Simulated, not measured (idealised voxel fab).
Process module under the name voxel ribs on slabs
Displayed cross-section: cut, width of 205 nm, square cells sized 5 nm.
A cross-section is written here as square cells arranged in a grid, and it is given in bands from the top down, each band taking up one or more rows of cells.
Band entry format. Leading values: height of top, height of bottom, nm. Remainder: materials in left-to-right order, each with its width in nm. Special words: "full width" on a single material, which then fills the band edge to edge; "air", empty space.
All heights in this document are referenced to 0, defined as the level beneath which the wafer, as received, consists entirely of one material. The lowest band is not bounded below; it extends indefinitely downward and is written in the form "z 0 and below".
The width entry "30..40" should be interpreted row by row: the top row of cells in the band takes the first number, the bottom row takes the second number, and the change between adjacent rows is uniform throughout.
Step note "nothing changed" = no cross-section cell changed.
"Trapped void list" contains a list of empty spaces, each no smaller than 8 cells and without an open way to the top, written in the form width x height at distance with the distance from the left edge and all three in nm.
On a step's line, text after the settings is the simulator commenting on that step.
overlay nm: mask right of planned place by this much (step with mask). Neg. = left.
### Process steps foreseen in the plan
- 1: RECEIVE (material Si)
- 2: DIRECTIONAL_DEP (material SiO2; thk nm 25)
- 3: DIRECTIONAL_DEP (material SiN; thk nm 15)
- 4: DIRECTIONAL_DEP (material aC; thk nm 15)
- 5: PATTERN (tone cover; mask id RIB; material resist; width nm 20; thk nm 30; overlay nm 0)
- 6: DIRECTIONAL_ETCH (etch materials aC; depth nm 15)
- 7: STRIP (etch materials resist)
- 8: DIRECTIONAL_ETCH (etch materials SiN; depth nm 5)
- 9: STRIP (etch materials aC)
- 10: MASKED_ETCH (tone cover; mask id SLAB; width nm 80; etch materials SiN; depth nm 10; overlay nm 0)
- 11: FILL_DEP (material SiO2; thk nm 25)
- 12: CMP (height nm 55)
- 13: DIRECTIONAL_DEP (material TiN; thk nm 5)
- 14: PATTERN (tone cover; mask id HEATER; material resist; width nm 30; thk nm 15; overlay nm 0)
- 15: DIRECTIONAL_ETCH (etch materials TiN; depth nm 5)
- 16: STRIP (etch materials resist)
- 17: CONFORMAL_DEP (material SiO2; thk nm 10)
### Run as planned: first of two wafers
### Cross-section of the wafer upon arrival, representing the state reached after step 1
> z 0 and below: Si full width
> Trapped void list: none
### Once step 2 is through, the wafer looks like this in cross-section
> z 25 to 0: SiO2 full width
> below 0: unchanged
### Once step 3 is through, the wafer looks like this in cross-section
> z 40 to 25: SiN full width
> below 25: unchanged
### Once step 4 is through, the wafer looks like this in cross-section
> z 55 to 40: aC full width
> below 40: unchanged
### Once step 5 is through, the wafer looks like this in cross-section
> z 85 to 55: 90 air; 20 resist; 95 air
> below 55: unchanged
### Once step 6 is through, the wafer looks like this in cross-section
> z 70 to 55: 90 air; 20 resist; 95 air
> z 55 to 40: 90 air; 20 aC; 95 air
> below 40: unchanged
### Once step 7 is through, the wafer looks like this in cross-section
> z 55 to 40: 90 air; 20 aC; 95 air
> below 40: unchanged
### Once step 8 is through, the wafer looks like this in cross-section
> z 55 to 40: 90 air; 20 aC; 95 air
> z 40 to 35: 90 air; 20 SiN; 95 air
> below 35: unchanged
### Once step 9 is through, the wafer looks like this in cross-section
> z 40 to 35: 90 air; 20 SiN; 95 air
> below 35: unchanged
### Once step 10 is through, the wafer looks like this in cross-section
> z 40 to 35: 90 air; 20 SiN; 95 air
> z 35 to 25: 60 air; 80 SiN; 65 air
> below 25: unchanged
### Once step 11 is through, the wafer looks like this in cross-section
> z 65 to 40: SiO2 full width
> z 40 to 35: 90 SiO2; 20 SiN; 95 SiO2
> z 35 to 25: 60 SiO2; 80 SiN; 65 SiO2
> below 25: unchanged
### Once step 12 is through, the wafer looks like this in cross-section
> z 55 to 40: SiO2 full width
> below 40: unchanged
### Once step 13 is through, the wafer looks like this in cross-section
> z 60 to 55: TiN full width
> below 55: unchanged
### Once step 14 is through, the wafer looks like this in cross-section
> z 75 to 60: 85 air; 30 resist; 90 air
> below 60: unchanged
### Once step 15 is through, the wafer looks like this in cross-section
> z 75 to 60: 85 air; 30 resist; 90 air
> z 60 to 55: 85 air; 30 TiN; 90 air
> below 55: unchanged
### Once step 16 is through, the wafer looks like this in cross-section
> z 60 to 55: 85 air; 30 TiN; 90 air
> below 55: unchanged
### Once step 17 is through, the wafer looks like this in cross-section
> z 70 to 65: 75 air; 50 SiO2; 80 air
> z 65 to 60: SiO2 full width
> z 60 to 55: 85 SiO2; 30 TiN; 90 SiO2
> below 55: unchanged
### Second wafer, same starting conditions and recipe as the first, one mistake in executing it, nothing differs from the first up to and including step 16
Second wafer, sectioned view, at step 17's planned end time: nothing changed
Deviation from plan: no execution of plan step 17; skipped
Count the cells at the end and the second wafer has more or fewer of some materials than the first: -86 SiO2
